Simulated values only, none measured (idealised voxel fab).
The document below concerns the process module designated voxel lift off.
Square cells of 5 nm make up the cross-section cut, whose width is 285 nm.
In this document a cross-section is written as a grid of square cells. It is given as a series of bands, listed from the top down, and a band is one or more rows of cells. Band: top and bottom heights (nm) first, top before bottom; then materials from left to right, widths in nm. "throughout" marks a sole material filling the band edge to edge. "air" denotes empty space. Height reference: 0 = level under which incoming wafer is all one material. Lowest band: no bottom, runs on downward, e.g. "top 0, no bottom". A width such as "30 to 40" changes by the same amount from each row of cells to the next, from the band's top row to its bottom row. No cell of the cross-section changed in a step that is given as "nothing got changed". If an empty space has no open way to the top and is at least 8 cells in size, "Enclosed void inventory" lists it, written width x height at distance, where distance is measured from the left edge and every value is in nm. Text after the settings on a step's line: the simulator's own remark on that step. The setting "overlay nm" may be written on the line of a step. When the step uses a mask, the value reports how far to the right of the planned place the mask lay, and a negative value reports that it lay to the left.

# So here's the lineup of process steps we planned
1) RECEIVE | material Si
2) CONFORMAL_DEP | material Al2O3 | thk nm 15
3) PATTERN | tone open | mask id LINES | material resist | width nm 20 | pitch nm 40 | thk nm 30 | overlay nm 0
4) DIRECTIONAL_DEP | material Ru | thk nm 15
5) STRIP | etch materials resist
6) CONFORMAL_DEP | material SiO2 | thk nm 5

# Cross-section: wafer on arrival = after step 1
  top 0, no bottom  Si throughout
  Enclosed void inventory: none

# End-of-module cross-section of the first of two wafers, processed as planned
  top 35, bottom 30  air=65 / SiO2=30 / air=10 / SiO2=30 / air=10 / SiO2=30 / air=10 / SiO2=30 / air=70
  top 30, bottom 20  air=65 / SiO2=5 / Ru=20 / SiO2=5 / air=10 / SiO2=5 / Ru=20 / SiO2=5 / air=10 / SiO2=5 / Ru=20 / SiO2=5 / air=10 / SiO2=5 / Ru=20 / SiO2=5 / air=70
  top 20, bottom 15  SiO2=70 / Ru=20 / SiO2=20 / Ru=20 / SiO2=20 / Ru=20 / SiO2=20 / Ru=20 / SiO2=75
  top 15, bottom 0  Al2O3 throughout
  top 0, no bottom  Si throughout
  Enclosed void inventory: none

# Here's the second of our two wafers sectioned at module end. Same start as the first, same plan, but one mistake got made running it
  top 35, bottom 30  air=65 / SiO2=30 / air=10 / SiO2=30 / air=10 / SiO2=30 / air=10 / SiO2=30 / air=70
  top 30, bottom 20  air=65 / SiO2=5 / Ru=20 / SiO2=5 / air=10 / SiO2=5 / Ru=20 / SiO2=5 / air=10 / SiO2=5 / Ru=20 / SiO2=5 / air=10 / SiO2=5 / Ru=20 / SiO2=5 / air=70
  top 20, bottom 15  SiO2=70 / Ru=20 / SiO2=20 / Ru=20 / SiO2=20 / Ru=20 / SiO2=20 / Ru=20 / SiO2=75
  top 15, bottom 0  SiO2 throughout
  top 0, no bottom  Si throughout
  Enclosed void inventory: none
Here's what went sideways: step 2 changed vs plan, executed as CONFORMAL_DEP | material SiO2 | thk nm 15
Final difference in cells, second wafer against first, listed per material as more or fewer: Al2O3 -171 | SiO2 +171
